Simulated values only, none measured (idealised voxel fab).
The following process module bears the name voxel transistor to metal.
This is section cut - it's 150 nm across, gridded in 5 nm square cells.
A cross-section is a grid of square cells, given in bands from the top down. A band is one or more rows of cells.
Per band: top height and bottom height in nm, followed by the left-to-right materials and their widths in nm; "full width" marks a single material spanning edge to edge, "empty" marks empty space.
Ref level 0: as-received wafer is one material below here. Bottom band extends down with no lower bound ("0..down").
Width spec "30 to 40" -> top row of cells at first value, bottom row at second value, equal per-row change in between.
Any step labelled "nothing got changed" changed none of the cells in the cross-section.
"Fully closed voids" means: voids of 8 cells or more that are shut off from the top with no open way through. Written width x height at distance, distance from the left edge, in nm.
after a step's settings: what the simulator itself notes on the step
What "overlay nm" on a step's line means: if the step has a mask, that mask lay this far to the right of its planned place, or, when the value is negative, to the left.
### Process steps (planned)
- 1: RECEIVE with material Si
- 2: OXIDIZE with depth nm 5
- 3: CONFORMAL_DEP with material SiN, thk nm 15
- 4: DIRECTIONAL_DEP with material aC, thk nm 10
- 5: PATTERN with tone cover, mask id ACTIVE, material resist, width nm 105, thk nm 25, overlay nm 0
- 6: DIRECTIONAL_ETCH with etch materials aC, depth nm 10
- 7: STRIP with etch materials resist
- 8: DIRECTIONAL_ETCH with etch materials SiN, depth nm 15
- 9: DIRECTIONAL_ETCH with etch materials SiO2, depth nm 5
- 10: DIRECTIONAL_ETCH with etch materials Si, depth nm 30
- 11: STRIP with etch materials aC
- 12: FILL_DEP with material SiO2, thk nm 10
- 13: CMP with height nm 15
- 14: SELECTIVE_ETCH with etch materials SiO2, depth nm 15
- 15: STRIP with etch materials SiN
- 16: SELECTIVE_ETCH with etch materials SiO2, depth nm 5
- 17: OXIDIZE with depth nm 5
- 18: DIRECTIONAL_DEP with material polySi, thk nm 30
- 19: DIRECTIONAL_DEP with material SiCN, thk nm 15
- 20: DIRECTIONAL_DEP with material aC, thk nm 10
- 21: PATTERN with tone cover, mask id GATE, material resist, width nm 25, thk nm 25, overlay nm 0
- 22: DIRECTIONAL_ETCH with etch materials aC, depth nm 10
- 23: STRIP with etch materials resist
- 24: DIRECTIONAL_ETCH with etch materials SiCN, depth nm 25
- 25: DIRECTIONAL_ETCH with etch materials polySi, depth nm 40
- 26: STRIP with etch materials aC
- 27: CONFORMAL_DEP with material SiN, thk nm 10
- 28: DIRECTIONAL_ETCH with etch materials SiN, depth nm 10
- 29: DIRECTIONAL_ETCH with etch materials SiO2, depth nm 5
- 30: DIRECTIONAL_ETCH with etch materials Si, depth nm 10
- 31: EPI with material pSi, thk nm 10
- 32: FILL_DEP with material SiO2, thk nm 5
- 33: CMP with height nm 25
- 34: STRIP with etch materials polySi
- 35: SELECTIVE_ETCH with etch materials SiO2, depth nm 5
- 36: CONFORMAL_DEP with material HfO2, thk nm 5
- 37: CONFORMAL_DEP with material TiN, thk nm 5
- 38: FILL_DEP with material W, thk nm 5
- 39: CMP with height nm 20
- 40: DIRECTIONAL_DEP with material SiO2, thk nm 15
- 41: MASKED_ETCH with tone open, mask id CONTACT, width nm 20, pitch nm 75, etch materials SiO2, depth nm 45, overlay nm 0
- 42: CONFORMAL_DEP with material TiN, thk nm 5
- 43: FILL_DEP with material W, thk nm 5
- 44: CMP with height nm 35
- 45: DIRECTIONAL_DEP with material TiN, thk nm 5
- 46: DIRECTIONAL_DEP with material W, thk nm 20
- 47: MASKED_ETCH with tone cover, mask id METAL_1, width nm 20, pitch nm 75, etch materials W, depth nm 20, overlay nm 0
- 48: MASKED_ETCH with tone cover, mask id METAL_1, width nm 20, pitch nm 75, etch materials TiN, depth nm 5, overlay nm -10
- 49: CONFORMAL_DEP with material SiCN, thk nm 5
- 50: FILL_DEP with material SiO2, thk nm 5
- 51: CMP with height nm 60
- 52: CONFORMAL_DEP with material SiCN, thk nm 5
The wafers in this document start out alike and differ in the overlay nm applied at step 48; the plan shows the value used for the first wafer.
### Received wafers, first of several: cross-section after step 1
* 0..down | Si full width
* Fully closed voids: none
### Each row below is a wafer at the end of the module, listing for every material the number of cells it has gained (+) or lost (-) since it was received, followed by its closed voids
overlay nm -10; +17 HfO2; -129 Si; +68 SiCN; +20 SiN; +255 SiO2; +63 TiN; +64 W; +32 pSi; Fully closed voids: none
overlay nm -5; +17 HfO2; -129 Si; +68 SiCN; +20 SiN; +257 SiO2; +61 TiN; +64 W; +32 pSi; Fully closed voids: none
overlay nm 0; +17 HfO2; -129 Si; +68 SiCN; +20 SiN; +259 SiO2; +59 TiN; +64 W; +32 pSi; Fully closed voids: none
overlay nm 5; +17 HfO2; -129 Si; +68 SiCN; +20 SiN; +257 SiO2; +61 TiN; +64 W; +32 pSi; Fully closed voids: none
overlay nm 10; +17 HfO2; -129 Si; +68 SiCN; +20 SiN; +255 SiO2; +63 TiN; +64 W; +32 pSi; Fully closed voids: none
overlay nm 15; +17 HfO2; -129 Si; +68 SiCN; +20 SiN; +253 SiO2; +65 TiN; +64 W; +32 pSi; Fully closed voids: none
